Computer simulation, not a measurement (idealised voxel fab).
process module | voxel gate over fins
cross-section cut | 160 nm wide | cells 5 nm
A cross-section is a grid of square cells, given in bands from the top down. A band is one or more rows of cells.
Each band's line starts with the height of the band's top and of its bottom, in nm. Then come its materials from left to right, each with its width in nm. One material with "throughout" fills the band from edge to edge. "air" is empty space.
Height 0 is the level under which the wafer as received is all one material. The lowest band goes on downwards, as in "0 down".
A width such as "30 to 40" changes by the same amount from each row of cells to the next, from the band's top row to its bottom row.
"no change" after a step means that no cell of the cross-section changed.
closed voids: empty space of 8 cells or more with no open way to the top, each as width x height at its distance from the left edge, in nm
after a step's settings: what the simulator itself notes on the step
overlay nm, on a step with a mask: how far to the right of its planned place the mask lay; to the left if negative
Each pair below shows a cross-section before one step and the cross-section after it, down to the lowest band that changed. The line under each pair gives the step between them, with its settings. The pairs can come from different runs of this module on the same starting wafer, so a pair continues from the pair above only where its "before" says so.
before
  10 to 5: air 30 | TiN 35 | air 25 | TiN 35 | air 35
  5 to 0: air 30 | TiN 5 | HfO2 25 | TiN 5 | air 25 | TiN 5 | HfO2 25 | TiN 5 | air 35
  0 to -5: TiN 35 | HfO2 5 | Si 15 | HfO2 5 | TiN 35 | HfO2 5 | Si 15 | HfO2 5 | TiN 40
  -5 to -10: HfO2 40 | Si 15 | HfO2 45 | Si 15 | HfO2 45
  -10 to -15: SiO2 40 | Si 15 | SiO2 45 | Si 15 | SiO2 45
  -15 to -30: SiO2 40 | Si 15 | SiO2 15 | TiN 5 | W 5 | TiN 5 | SiO2 15 | Si 15 | SiO2 45
  -30 to -35: SiO2 40 | Si 15 | SiO2 15 | TiN 15 | SiO2 15 | Si 15 | SiO2 45
  -35 to -45: SiO2 40 | Si 15 | SiO2 45 | Si 15 | SiO2 45
  -45 down: Si throughout
  closed voids: none
after
  15 to 10: air 25 | TiAl 45 | air 15 | TiAl 45 | air 30
  10 to 5: air 25 | TiAl 5 | TiN 35 | TiAl 5 | air 15 | TiAl 5 | TiN 35 | TiAl 5 | air 30
  5 to 0: TiAl 30 | TiN 5 | HfO2 25 | TiN 5 | TiAl 25 | TiN 5 | HfO2 25 | TiN 5 | TiAl 35
  below 0: unchanged
  closed voids: none
the step between: op CONFORMAL_DEP | material TiAl | thk nm 5
before: the cross-section after the pair above
after
  20 to 15: air 20 | TiN 55 | air 5 | TiN 55 | air 25
  15 to 10: air 20 | TiN 5 | TiAl 45 | TiN 5 | air 5 | TiN 5 | TiAl 45 | TiN 5 | air 25
  10 to 5: TiN 25 | TiAl 5 | TiN 35 | TiAl 5 | TiN 15 | TiAl 5 | TiN 35 | TiAl 5 | TiN 30
  below 5: unchanged
  closed voids: none
the step between: op CONFORMAL_DEP | material TiN | thk nm 5
before: the cross-section after the pair above
after
  35 to 20: W throughout
  20 to 15: W 20 | TiN 55 | W 5 | TiN 55 | W 25
  15 to 10: W 20 | TiN 5 | TiAl 45 | TiN 5 | W 5 | TiN 5 | TiAl 45 | TiN 5 | W 25
  below 10: unchanged
  closed voids: none
the step between: op FILL_DEP | material W | thk nm 15
before: the cross-section after the pair above
after
  30 to 20: W throughout
  below 20: unchanged
  closed voids: none
the step between: op CMP | height nm 30
before: the cross-section after the pair above
after
  40 to 30: SiCN throughout
  below 30: unchanged
  closed voids: none
the step between: op CONFORMAL_DEP | material SiCN | thk nm 10
before
  20 to 5: aC throughout
  5 to 0: SiN throughout
  0 down: Si throughout
  closed voids: none
after
  50 to 20: air 35 | resist 15 | air 45 | resist 15 | air 50
  below 20: unchanged
  closed voids: none
the step between: op PATTERN | tone cover | mask id FINS | material resist | width nm 15 | pitch nm 60 | thk nm 30 | overlay nm -5
before: the cross-section after the pair above
after
  35 to 20: air 35 | resist 15 | air 45 | resist 15 | air 50
  20 to 5: air 35 | aC 15 | air 45 | aC 15 | air 50
  below 5: unchanged
  closed voids: none
the step between: op DIRECTIONAL_ETCH | etch materials aC | depth nm 15
before: the cross-section after the pair above
after
  20 to 5: air 35 | aC 15 | air 45 | aC 15 | air 50
  below 5: unchanged
  closed voids: none
the step between: op STRIP | etch materials resist
before: the cross-section after the pair above
after
  20 to 5: air 35 | aC 15 | air 45 | aC 15 | air 50
  5 to 0: air 35 | SiN 15 | air 45 | SiN 15 | air 50
  below 0: unchanged
  closed voids: none
the step between: op DIRECTIONAL_ETCH | etch materials SiN | depth nm 5
before: the cross-section after the pair above
after
  20 to 5: air 35 | aC 15 | air 45 | aC 15 | air 50
  5 to 0: air 35 | SiN 15 | air 45 | SiN 15 | air 50
  0 to -40: air 35 | Si 15 | air 45 | Si 15 | air 50
  below -40: unchanged
  closed voids: none
the step between: op DIRECTIONAL_ETCH | etch materials Si | depth nm 40
before: the cross-section after the pair above
after
  5 to 0: air 35 | SiN 15 | air 45 | SiN 15 | air 50
  below 0: unchanged
  closed voids: none
the step between: op STRIP | etch materials aC
before: the cross-section after the pair above
after
  5 to 0: air 35 | SiN 15 | air 45 | SiN 15 | air 50
  0 to -40: air 35 | SiO2 5 | Si 5 | SiO2 5 | air 45 | SiO2 5 | Si 5 | SiO2 5 | air 50
  -40 to -45: SiO2 40 | Si 5 | SiO2 55 | Si 5 | SiO2 55
  below -45: unchanged
  closed voids: none
the step between: op OXIDIZE | depth nm 5
before: the cross-section after the pair above
after
  15 to 5: SiO2 throughout
  5 to 0: SiO2 35 | SiN 15 | SiO2 45 | SiN 15 | SiO2 50
  0 to -45: SiO2 40 | Si 5 | SiO2 55 | Si 5 | SiO2 55
  below -45: unchanged
  closed voids: none
the step between: op FILL_DEP | material SiO2 | thk nm 10
before: the cross-section after the pair above
after
  5 to 0: SiO2 35 | SiN 15 | SiO2 45 | SiN 15 | SiO2 50
  below 0: unchanged
  closed voids: none
the step between: op CMP | height nm 5
before: the cross-section after the pair above
after
  20 to 5: aC throughout
  below 5: unchanged
  closed voids: none
the step between: op DIRECTIONAL_DEP | material aC | thk nm 15
before: the cross-section after the pair above
after
  55 to 20: resist 70 | air 15 | resist 75
  below 20: unchanged
  closed voids: none
the step between: op PATTERN | tone open | mask id RAIL | material resist | width nm 15 | thk nm 35 | overlay nm 0
before: the cross-section after the pair above
after
  40 to 20: resist 70 | air 15 | resist 75
  20 to 5: aC 70 | air 15 | aC 75
  below 5: unchanged
  closed voids: none
the step between: op DIRECTIONAL_ETCH | etch materials aC | depth nm 15
before: the cross-section after the pair above
after
  20 to 5: aC 70 | air 15 | aC 75
  below 5: unchanged
  closed voids: none
the step between: op STRIP | etch materials resist
before: the cross-section after the pair above
after
  20 to 5: aC 70 | air 15 | aC 75
  5 to 0: SiO2 35 | SiN 15 | SiO2 20 | air 15 | SiO2 10 | SiN 15 | SiO2 50
  0 to -35: SiO2 40 | Si 5 | SiO2 25 | air 15 | SiO2 15 | Si 5 | SiO2 55
  below -35: unchanged
  closed voids: none
the step between: op DIRECTIONAL_ETCH | etch materials SiO2 | depth nm 40
before: the cross-section after the pair above
after
  5 to 0: SiO2 35 | SiN 15 | SiO2 20 | air 15 | SiO2 10 | SiN 15 | SiO2 50
  below 0: unchanged
  closed voids: none
the step between: op STRIP | etch materials aC
before: the cross-section after the pair above
after
  10 to 5: TiN 75 | air 5 | TiN 80
  5 to 0: SiO2 35 | SiN 15 | SiO2 20 | TiN 5 | air 5 | TiN 5 | SiO2 10 | SiN 15 | SiO2 50
  0 to -30: SiO2 40 | Si 5 | SiO2 25 | TiN 5 | air 5 | TiN 5 | SiO2 15 | Si 5 | SiO2 55
  -30 to -35: SiO2 40 | Si 5 | SiO2 25 | TiN 15 | SiO2 15 | Si 5 | SiO2 55
  below -35: unchanged
  closed voids: none
the step between: op CONFORMAL_DEP | material TiN | thk nm 5
before: the cross-section after the pair above
after
  15 to 10: W throughout
  10 to 5: TiN 75 | W 5 | TiN 80
  5 to 0: SiO2 35 | SiN 15 | SiO2 20 | TiN 5 | W 5 | TiN 5 | SiO2 10 | SiN 15 | SiO2 50
  0 to -30: SiO2 40 | Si 5 | SiO2 25 | TiN 5 | W 5 | TiN 5 | SiO2 15 | Si 5 | SiO2 55
  below -30: unchanged
  closed voids: none
the step between: op FILL_DEP | material W | thk nm 5
before: the cross-section after the pair above
after
  5 to 0: SiO2 35 | SiN 15 | SiO2 20 | TiN 5 | W 5 | TiN 5 | SiO2 10 | SiN 15 | SiO2 50
  below 0: unchanged
  closed voids: none
the step between: op CMP | height nm 5
before: the cross-section after the pair above
after
  5 to 0: SiO2 35 | SiN 15 | SiO2 20 | air 15 | SiO2 10 | SiN 15 | SiO2 50
  0 to -15: SiO2 40 | Si 5 | SiO2 25 | air 15 | SiO2 15 | Si 5 | SiO2 55
  below -15: unchanged
  closed voids: none
the step between: op SELECTIVE_ETCH | etch materials W Ru TiN | depth nm 20
before: the cross-section after the pair above
after
  10 to 5: SiO2 throughout
  5 to 0: SiO2 35 | SiN 15 | SiO2 45 | SiN 15 | SiO2 50
  0 to -15: SiO2 40 | Si 5 | SiO2 55 | Si 5 | SiO2 55
  below -15: unchanged
  closed voids: none
the step between: op FILL_DEP | material SiO2 | thk nm 5
before: the cross-section after the pair above
after
  5 to 0: SiO2 35 | SiN 15 | SiO2 45 | SiN 15 | SiO2 50
  below 0: unchanged
  closed voids: none
the step between: op CMP | height nm 5
before: the cross-section after the pair above
after
  5 to 0: air 35 | SiN 15 | air 45 | SiN 15 | air 50
  0 to -10: air 40 | Si 5 | air 55 | Si 5 | air 55
  below -10: unchanged
  closed voids: none
the step between: op SELECTIVE_ETCH | etch materials SiO2 | depth nm 15
before: the cross-section after the pair above
after
  0 to -10: air 40 | Si 5 | air 55 | Si 5 | air 55
  below -10: unchanged
  closed voids: none
the step between: op STRIP | etch materials SiN
before: the cross-section after the pair above
after
  5 to 0: air 35 | HfO2 15 | air 45 | HfO2 15 | air 50
  0 to -5: air 35 | HfO2 5 | Si 5 | HfO2 5 | air 45 | HfO2 5 | Si 5 | HfO2 5 | air 50
  -5 to -10: HfO2 40 | Si 5 | HfO2 55 | Si 5 | HfO2 55
  below -10: unchanged
  closed voids: none
the step between: op CONFORMAL_DEP | material HfO2 | thk nm 5
before: the cross-section after the pair above
after
  10 to 5: air 30 | TiN 25 | air 35 | TiN 25 | air 45
  5 to 0: air 30 | TiN 5 | HfO2 15 | TiN 5 | air 35 | TiN 5 | HfO2 15 | TiN 5 | air 45
  0 to -5: TiN 35 | HfO2 5 | Si 5 | HfO2 5 | TiN 45 | HfO2 5 | Si 5 | HfO2 5 | TiN 50
  below -5: unchanged
  closed voids: none
the step between: op CONFORMAL_DEP | material TiN | thk nm 5
before: the cross-section after the pair above
after
  15 to 10: air 25 | TiAl 35 | air 25 | TiAl 35 | air 40
  10 to 5: air 25 | TiAl 5 | TiN 25 | TiAl 5 | air 25 | TiAl 5 | TiN 25 | TiAl 5 | air 40
  5 to 0: TiAl 30 | TiN 5 | HfO2 15 | TiN 5 | TiAl 35 | TiN 5 | HfO2 15 | TiN 5 | TiAl 45
  below 0: unchanged
  closed voids: none
the step between: op CONFORMAL_DEP | material TiAl | thk nm 5
before: the cross-section after the pair above
after
  20 to 15: air 20 | TiN 45 | air 15 | TiN 45 | air 35
  15 to 10: air 20 | TiN 5 | TiAl 35 | TiN 5 | air 15 | TiN 5 | TiAl 35 | TiN 5 | air 35
  10 to 5: TiN 25 | TiAl 5 | TiN 25 | TiAl 5 | TiN 25 | TiAl 5 | TiN 25 | TiAl 5 | TiN 40
  below 5: unchanged
  closed voids: none
the step between: op CONFORMAL_DEP | material TiN | thk nm 5
before: the cross-section after the pair above
after
  35 to 20: W throughout
  20 to 15: W 20 | TiN 45 | W 15 | TiN 45 | W 35
  15 to 10: W 20 | TiN 5 | TiAl 35 | TiN 5 | W 15 | TiN 5 | TiAl 35 | TiN 5 | W 35
  below 10: unchanged
  closed voids: none
the step between: op FILL_DEP | material W | thk nm 15
before: the cross-section after the pair above
after
  30 to 20: W throughout
  below 20: unchanged
  closed voids: none
the step between: op CMP | height nm 30
before: the cross-section after the pair above
after
  40 to 30: SiCN throughout
  below 30: unchanged
  closed voids: none
the step between: op CONFORMAL_DEP | material SiCN | thk nm 10
before
  10 to 5: TiN 75 | air 5 | TiN 80
  5 to 0: SiO2 40 | SiN 15 | SiO2 15 | TiN 5 | air 5 | TiN 5 | SiO2 15 | SiN 15 | SiO2 45
  0 to -30: SiO2 45 | Si 5 | SiO2 20 | TiN 5 | air 5 | TiN 5 | SiO2 20 | Si 5 | SiO2 50
  -30 to -35: SiO2 45 | Si 5 | SiO2 20 | TiN 15 | SiO2 20 | Si 5 | SiO2 50
  -35 to -45: SiO2 45 | Si 5 | SiO2 55 | Si 5 | SiO2 50
  -45 down: Si throughout
  closed voids: none
after
  15 to 10: SiCN throughout
  10 to 5: TiN 75 | SiCN 5 | TiN 80
  5 to 0: SiO2 40 | SiN 15 | SiO2 15 | TiN 5 | SiCN 5 | TiN 5 | SiO2 15 | SiN 15 | SiO2 45
  0 to -30: SiO2 45 | Si 5 | SiO2 20 | TiN 5 | SiCN 5 | TiN 5 | SiO2 20 | Si 5 | SiO2 50
  below -30: unchanged
  closed voids: none
the step between: op FILL_DEP | material SiCN | thk nm 5
before: the cross-section after the pair above
after
  5 to 0: SiO2 40 | SiN 15 | SiO2 15 | TiN 5 | SiCN 5 | TiN 5 | SiO2 15 | SiN 15 | SiO2 45
  below 0: unchanged
  closed voids: none
the step between: op CMP | height nm 5
before: the cross-section after the pair above
after
  5 to 0: SiO2 40 | SiN 15 | SiO2 15 | air 5 | SiCN 5 | air 5 | SiO2 15 | SiN 15 | SiO2 45
  0 to -15: SiO2 45 | Si 5 | SiO2 20 | air 5 | SiCN 5 | air 5 | SiO2 20 | Si 5 | SiO2 50
  below -15: unchanged
  closed voids: none
the step between: op SELECTIVE_ETCH | etch materials W Ru TiN | depth nm 20
before: the cross-section after the pair above
after
  10 to 5: SiO2 throughout
  5 to 0: SiO2 40 | SiN 15 | SiO2 20 | SiCN 5 | SiO2 20 | SiN 15 | SiO2 45
  0 to -15: SiO2 45 | Si 5 | SiO2 25 | SiCN 5 | SiO2 25 | Si 5 | SiO2 50
  below -15: unchanged
  closed voids: none
the step between: op FILL_DEP | material SiO2 | thk nm 5
before: the cross-section after the pair above
after
  5 to 0: SiO2 40 | SiN 15 | SiO2 20 | SiCN 5 | SiO2 20 | SiN 15 | SiO2 45
  below 0: unchanged
  closed voids: none
the step between: op CMP | height nm 5
before: the cross-section after the pair above
after
  5 to 0: air 40 | SiN 15 | air 20 | SiCN 5 | air 20 | SiN 15 | air 45
  0 to -10: air 45 | Si 5 | air 25 | SiCN 5 | air 25 | Si 5 | air 50
  below -10: unchanged
  closed voids: none
the step between: op SELECTIVE_ETCH | etch materials SiO2 | depth nm 15
before: the cross-section after the pair above
after
  5 to 0: air 75 | SiCN 5 | air 80
  below 0: unchanged
  closed voids: none
the step between: op STRIP | etch materials SiN
before: the cross-section after the pair above
after
  10 to 5: air 70 | HfO2 15 | air 75
  5 to 0: air 40 | HfO2 15 | air 15 | HfO2 5 | SiCN 5 | HfO2 5 | air 15 | HfO2 15 | air 45
  0 to -5: air 40 | HfO2 5 | Si 5 | HfO2 5 | air 15 | HfO2 5 | SiCN 5 | HfO2 5 | air 15 | HfO2 5 | Si 5 | HfO2 5 | air 45
  -5 to -10: HfO2 45 | Si 5 | HfO2 25 | SiCN 5 | HfO2 25 | Si 5 | HfO2 50
  below -10: unchanged
  closed voids: none
the step between: op CONFORMAL_DEP | material HfO2 | thk nm 5
before: the cross-section after the pair above
after
  15 to 10: air 65 | TiN 25 | air 70
  10 to 5: air 35 | TiN 25 | air 5 | TiN 5 | HfO2 15 | TiN 5 | air 5 | TiN 25 | air 40
  5 to 0: air 35 | TiN 5 | HfO2 15 | TiN 5 | air 5 | TiN 5 | HfO2 5 | SiCN 5 | HfO2 5 | TiN 5 | air 5 | TiN 5 | HfO2 15 | TiN 5 | air 40
  0 to -5: TiN 40 | HfO2 5 | Si 5 | HfO2 5 | TiN 15 | HfO2 5 | SiCN 5 | HfO2 5 | TiN 15 | HfO2 5 | Si 5 | HfO2 5 | TiN 45
  below -5: unchanged
  closed voids: none
the step between: op CONFORMAL_DEP | material TiN | thk nm 5
before: the cross-section after the pair above
after
  20 to 15: air 60 | TiAl 35 | air 65
  15 to 10: air 30 | TiAl 35 | TiN 25 | TiAl 35 | air 35
  10 to 5: air 30 | TiAl 5 | TiN 25 | TiAl 5 | TiN 5 | HfO2 15 | TiN 5 | TiAl 5 | TiN 25 | TiAl 5 | air 35
  5 to 0: TiAl 35 | TiN 5 | HfO2 15 | TiN 5 | TiAl 5 | TiN 5 | HfO2 5 | SiCN 5 | HfO2 5 | TiN 5 | TiAl 5 | TiN 5 | HfO2 15 | TiN 5 | TiAl 40
  below 0: unchanged
  closed voids: none
the step between: op CONFORMAL_DEP | material TiAl | thk nm 5
before: the cross-section after the pair above
after
  25 to 20: air 55 | TiN 45 | air 60
  20 to 15: air 25 | TiN 35 | TiAl 35 | TiN 35 | air 30
  15 to 10: air 25 | TiN 5 | TiAl 35 | TiN 25 | TiAl 35 | TiN 5 | air 30
  10 to 5: TiN 30 | TiAl 5 | TiN 25 | TiAl 5 | TiN 5 | HfO2 15 | TiN 5 | TiAl 5 | TiN 25 | TiAl 5 | TiN 35
  below 5: unchanged
  closed voids: none
the step between: op CONFORMAL_DEP | material TiN | thk nm 5
before: the cross-section after the pair above
after
  40 to 25: W throughout
  25 to 20: W 55 | TiN 45 | W 60
  20 to 15: W 25 | TiN 35 | TiAl 35 | TiN 35 | W 30
  15 to 10: W 25 | TiN 5 | TiAl 35 | TiN 25 | TiAl 35 | TiN 5 | W 30
  below 10: unchanged
  closed voids: none
the step between: op FILL_DEP | material W | thk nm 15
before: the cross-section after the pair above
after
  30 to 25: W throughout
  below 25: unchanged
  closed voids: none
the step between: op CMP | height nm 30
before: the cross-section after the pair above
after
  40 to 30: SiCN throughout
  below 30: unchanged
  closed voids: none
the step between: op CONFORMAL_DEP | material SiCN | thk nm 10
before
  20 to 5: aC throughout
  5 to 0: SiN throughout
  0 down: Si throughout
  closed voids: none
after
  50 to 20: resist 40 | air 15 | resist 45 | air 15 | resist 45
  below 20: unchanged
  closed voids: none
the step between: op PATTERN | tone open | mask id FINS | material resist | width nm 15 | pitch nm 60 | thk nm 30 | overlay nm 0
before: the cross-section after the pair above
after
  35 to 20: resist 40 | air 15 | resist 45 | air 15 | resist 45
  20 to 5: aC 40 | air 15 | aC 45 | air 15 | aC 45
  below 5: unchanged
  closed voids: none
the step between: op DIRECTIONAL_ETCH | etch materials aC | depth nm 15
before: the cross-section after the pair above
after
  20 to 5: aC 40 | air 15 | aC 45 | air 15 | aC 45
  below 5: unchanged
  closed voids: none
the step between: op STRIP | etch materials resist
before: the cross-section after the pair above
after
  20 to 5: aC 40 | air 15 | aC 45 | air 15 | aC 45
  5 to 0: SiN 40 | air 15 | SiN 45 | air 15 | SiN 45
  below 0: unchanged
  closed voids: none
the step between: op DIRECTIONAL_ETCH | etch materials SiN | depth nm 5
before: the cross-section after the pair above
after
  20 to 5: aC 40 | air 15 | aC 45 | air 15 | aC 45
  5 to 0: SiN 40 | air 15 | SiN 45 | air 15 | SiN 45
  0 to -40: Si 40 | air 15 | Si 45 | air 15 | Si 45
  below -40: unchanged
  closed voids: none
the step between: op DIRECTIONAL_ETCH | etch materials Si | depth nm 40
before: the cross-section after the pair above
after
  5 to 0: SiN 40 | air 15 | SiN 45 | air 15 | SiN 45
  below 0: unchanged
  closed voids: none
the step between: op STRIP | etch materials aC
before: the cross-section after the pair above
after
  5 to 0: SiN 40 | air 15 | SiN 45 | air 15 | SiN 45
  0 to -40: Si 35 | SiO2 5 | air 15 | SiO2 5 | Si 35 | SiO2 5 | air 15 | SiO2 5 | Si 40
  -40 to -45: Si 35 | SiO2 25 | Si 35 | SiO2 25 | Si 40
  below -45: unchanged
  closed voids: none
the step between: op OXIDIZE | depth nm 5
before: the cross-section after the pair above
after
  15 to 5: SiO2 throughout
  5 to 0: SiN 40 | SiO2 15 | SiN 45 | SiO2 15 | SiN 45
  0 to -45: Si 35 | SiO2 25 | Si 35 | SiO2 25 | Si 40
  below -45: unchanged
  closed voids: none
the step between: op FILL_DEP | material SiO2 | thk nm 10
before: the cross-section after the pair above
after
  5 to 0: SiN 40 | SiO2 15 | SiN 45 | SiO2 15 | SiN 45
  below 0: unchanged
  closed voids: none
the step between: op CMP | height nm 5
before: the cross-section after the pair above
after
  20 to 5: aC throughout
  below 5: unchanged
  closed voids: none
the step between: op DIRECTIONAL_DEP | material aC | thk nm 15
before: the cross-section after the pair above
after
  55 to 20: resist 70 | air 15 | resist 75
  below 20: unchanged
  closed voids: none
the step between: op PATTERN | tone open | mask id RAIL | material resist | width nm 15 | thk nm 35 | overlay nm 0
before: the cross-section after the pair above
after
  40 to 20: resist 70 | air 15 | resist 75
  20 to 5: aC 70 | air 15 | aC 75
  below 5: unchanged
  closed voids: none
the step between: op DIRECTIONAL_ETCH | etch materials aC | depth nm 15
before: the cross-section after the pair above
after
  20 to 5: aC 70 | air 15 | aC 75
  below 5: unchanged
  closed voids: none
the step between: op STRIP | etch materials resist
before: the cross-section after the pair above
after
  5 to 0: SiN 40 | SiO2 15 | SiN 45 | SiO2 15 | SiN 45
  below 0: unchanged
  closed voids: none
the step between: op STRIP | etch materials aC
before: the cross-section after the pair above
after
  10 to 5: TiN throughout
  below 5: unchanged
  closed voids: none
the step between: op CONFORMAL_DEP | material TiN | thk nm 5
before: the cross-section after the pair above
after
  15 to 10: W throughout
  below 10: unchanged
  closed voids: none
the step between: op FILL_DEP | material W | thk nm 5
before: the cross-section after the pair above
after
  5 to 0: SiN 40 | SiO2 15 | SiN 45 | SiO2 15 | SiN 45
  below 0: unchanged
  closed voids: none
the step between: op CMP | height nm 5
before: the cross-section after the pair above
after
  10 to 5: SiO2 throughout
  below 5: unchanged
  closed voids: none
the step between: op FILL_DEP | material SiO2 | thk nm 5
before: the cross-section after the pair above
after
  5 to 0: SiN 40 | SiO2 15 | SiN 45 | SiO2 15 | SiN 45
  below 0: unchanged
  closed voids: none
the step between: op CMP | height nm 5
before: the cross-section after the pair above
after
  5 to 0: SiN 40 | air 15 | SiN 45 | air 15 | SiN 45
  0 to -10: Si 35 | air 25 | Si 35 | air 25 | Si 40
  below -10: unchanged
  closed voids: none
the step between: op SELECTIVE_ETCH | etch materials SiO2 | depth nm 15
before: the cross-section after the pair above
after
  0 to -10: Si 35 | air 25 | Si 35 | air 25 | Si 40
  below -10: unchanged
  closed voids: none
the step between: op STRIP | etch materials SiN
before: the cross-section after the pair above
after
  5 to 0: HfO2 40 | air 15 | HfO2 45 | air 15 | HfO2 45
  0 to -5: Si 35 | HfO2 5 | air 15 | HfO2 5 | Si 35 | HfO2 5 | air 15 | HfO2 5 | Si 40
  -5 to -10: Si 35 | HfO2 25 | Si 35 | HfO2 25 | Si 40
  below -10: unchanged
  closed voids: none
the step between: op CONFORMAL_DEP | material HfO2 | thk nm 5
before: the cross-section after the pair above
after
  10 to 5: TiN 45 | air 5 | TiN 55 | air 5 | TiN 50
  5 to 0: HfO2 40 | TiN 5 | air 5 | TiN 5 | HfO2 45 | TiN 5 | air 5 | TiN 5 | HfO2 45
  0 to -5: Si 35 | HfO2 5 | TiN 15 | HfO2 5 | Si 35 | HfO2 5 | TiN 15 | HfO2 5 | Si 40
  below -5: unchanged
  closed voids: none
the step between: op CONFORMAL_DEP | material TiN | thk nm 5
before: the cross-section after the pair above
after
  15 to 10: TiAl throughout
  10 to 5: TiN 45 | TiAl 5 | TiN 55 | TiAl 5 | TiN 50
  5 to 0: HfO2 40 | TiN 5 | TiAl 5 | TiN 5 | HfO2 45 | TiN 5 | TiAl 5 | TiN 5 | HfO2 45
  below 0: unchanged
  closed voids: none
the step between: op CONFORMAL_DEP | material TiAl | thk nm 5
before: the cross-section after the pair above
after
  20 to 15: TiN throughout
  below 15: unchanged
  closed voids: none
the step between: op CONFORMAL_DEP | material TiN | thk nm 5
before: the cross-section after the pair above
after
  35 to 20: W throughout
  below 20: unchanged
  closed voids: none
the step between: op FILL_DEP | material W | thk nm 15
before: the cross-section after the pair above
after
  30 to 20: W throughout
  below 20: unchanged
  closed voids: none
the step between: op CMP | height nm 30
before: the cross-section after the pair above
after
  40 to 30: SiCN throughout
  below 30: unchanged
  closed voids: none
the step between: op CONFORMAL_DEP | material SiCN | thk nm 10
